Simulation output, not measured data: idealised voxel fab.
The following process module bears the name voxel self aligned vias.
The figure presents cross-section cut, which has a width of 300 nm and is divided into square cells with an edge length of 5 nm.
A cross-section is a grid of square cells, given in bands from the top down. A band is one or more rows of cells. Band: top and bottom heights (nm) first, top before bottom; then materials from left to right, widths in nm. "throughout" marks a sole material filling the band edge to edge. "blank" denotes empty space. We count height from 0. Below that, the starting wafer is all one material. The lowest band never ends at the bottom but goes on down; see "0 down" for how that is written. It should be noted that a width expressed as "30->40" varies in equal increments from row to row of cells within the band, taking the value of the first number at the top row and that of the second number at the bottom row. When a step is marked "nothing got changed", none of the cells in the cross-section changed during that step. Empty spaces counting at least 8 cells and having no open way to the top are listed in "Closed void inventory". The notation width x height at distance is used for each, the distance being from the left edge and all three values in nm. It should be noted that, on the line of a given step, the content following the step's settings is a remark produced by the simulator itself with respect to that step. Steps that use a mask can have "overlay nm" on their line. It says how far the mask sat to the right of where it was meant to be. Negative means to the left.
### Intended process steps
1: RECEIVE | material Si
2: CONFORMAL_DEP | material SiO2 | thk nm 15
3: CONFORMAL_DEP | material SiCN | thk nm 5
4: DIRECTIONAL_DEP | material SiO2 | thk nm 25
5: PATTERN | tone open | mask id LINES | material resist | width nm 15 | pitch nm 60 | thk nm 15 | overlay nm 0
6: DIRECTIONAL_ETCH | etch materials SiO2 | depth nm 25
7: STRIP | etch materials resist
8: CONFORMAL_DEP | material TiN | thk nm 5
9: FILL_DEP | material W | thk nm 10
10: CMP | height nm 45
11: SELECTIVE_ETCH | etch materials W Ru TiN | depth nm 5
12: FILL_DEP | material SiN | thk nm 5
13: CMP | height nm 45
14: DIRECTIONAL_DEP | material SiO2 | thk nm 20
15: DIRECTIONAL_DEP | material aC | thk nm 10
16: PATTERN | tone open | mask id VIAS | material resist | width nm 40 | pitch nm 60 | thk nm 30 | overlay nm 0
17: DIRECTIONAL_ETCH | etch materials aC | depth nm 10
18: STRIP | etch materials resist
19: DIRECTIONAL_ETCH | etch materials SiO2 | depth nm 20
20: DIRECTIONAL_ETCH | etch materials SiN | depth nm 5
21: STRIP | etch materials aC
22: CONFORMAL_DEP | material TiN | thk nm 5
23: FILL_DEP | material Ru | thk nm 10
24: CMP | height nm 65
25: CONFORMAL_DEP | material SiN | thk nm 5
The width nm used in step 5 is not the same on every wafer, whereas the starting condition is; the value printed in the plan is the first wafer's.
### Cross-section: the first of several wafers in its as-received state, i.e. following step 1
	0 down  Si throughout
	Closed void inventory: none
### Below, a row for every wafer. Read it as the end-of-module picture: for each material the wafer shows its cells gained (+) or lost (-) since it was received, and then its closed voids
width nm 15, +57 Ru, +60 SiCN, +60 SiN, +579 SiO2, +75 TiN, +9 W, Closed void inventory: none
width nm 20, +60 Ru, +60 SiCN, +60 SiN, +564 SiO2, +78 TiN, +18 W, Closed void inventory: none
width nm 25, +63 Ru, +60 SiCN, +60 SiN, +549 SiO2, +81 TiN, +27 W, Closed void inventory: none
width nm 30, +66 Ru, +60 SiCN, +60 SiN, +534 SiO2, +84 TiN, +36 W, Closed void inventory: none
width nm 35, +69 Ru, +60 SiCN, +60 SiN, +519 SiO2, +87 TiN, +45 W, Closed void inventory: none
